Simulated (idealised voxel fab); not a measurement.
Process module heading - voxel local oxidation
The width of the displayed cross-section, cut, is 250 nm; its cells are square, with a size of 5 nm.
A cross-section is written here as square cells arranged in a grid, and it is given in bands from the top down, each band taking up one or more rows of cells.
Look at the band entry: it leads with the top's height and the bottom's height in nm. Then it lists the materials left to right, with a width in nm for each. The word "edge to edge" on a single material says that material fills the band edge to edge. The word "air" is empty space.
Measure heights from 0. That's the level where, below it, the as-received wafer is all one material. The lowest band is bottomless and extends downward; write it as in "0 down".
Think of "30 to 40" as a width that walks from the first number to the second as you go down the band, top row to bottom row, taking equal-sized steps from row to row.
Reading "all unchanged" for a step: not a cell of the cross-section changed in it.
In the "Enclosed empty spaces" entry, you get each enclosed empty space of 8 cells or more, one with no open way to the top, written width x height at distance, distance from the left edge, in nm.
Formally, on a step line, whatever follows the settings is a remark that the simulator itself makes on the step.
The optional step-line setting "overlay nm" applies to steps with a mask and quantifies how far to the right of its planned location the mask lay, a negative value indicating leftward placement.

[Steps in the process plan]
1: op RECEIVE | material Si
2: op OXIDIZE | depth nm 5
3: op CONFORMAL_DEP | material SiN | thk nm 15
4: op DIRECTIONAL_DEP | material aC | thk nm 15
5: op PATTERN | tone cover | mask id ACTIVE | material resist | width nm 95 | thk nm 35 | overlay nm -15
6: op DIRECTIONAL_ETCH | etch materials aC | depth nm 15
7: op STRIP | etch materials resist
8: op DIRECTIONAL_ETCH | etch materials SiN | depth nm 15
9: op STRIP | etch materials aC
10: op SELECTIVE_ETCH | etch materials SiO2 | depth nm 5
11: op OXIDIZE | depth nm 10
12: op STRIP | etch materials SiN
The plan's step 5 overlay nm is the first wafer's value; the wafers differ in this setting and start identical.

[As-received state after step 1, first of several wafers, cross-section]
    0 down: Si edge to edge
    Enclosed empty spaces: none

[Depicted here is the first of several wafers in cross-section, at module completion following the last step, step 12]
    0 to -5: 65 nm air  85 nm SiO2  100 nm air
    -5 to -15: 75 nm SiO2  65 nm Si  110 nm SiO2
    -15 down: Si edge to edge
    Enclosed empty spaces: none

[Last wafer x-sec, end of module]
    0 to -5: 95 nm air  85 nm SiO2  70 nm air
    -5 to -15: 105 nm SiO2  65 nm Si  80 nm SiO2
    -15 down: Si edge to edge
    Enclosed empty spaces: none

[The rows of the table below are wafers. Looking at the end of the module, a row counts, for every material, the cells the wafer has gained, shown as (+), or lost, shown as (-), since it was received; its closed voids come next]
overlay nm -15; -124 Si; +91 SiO2; Enclosed empty spaces: none
overlay nm -10; -124 Si; +91 SiO2; Enclosed empty spaces: none
overlay nm -5; -124 Si; +91 SiO2; Enclosed empty spaces: none
overlay nm 0; -124 Si; +91 SiO2; Enclosed empty spaces: none
overlay nm 5; -124 Si; +91 SiO2; Enclosed empty spaces: none
overlay nm 10; -124 Si; +91 SiO2; Enclosed empty spaces: none
overlay nm 15; -124 Si; +91 SiO2; Enclosed empty spaces: none
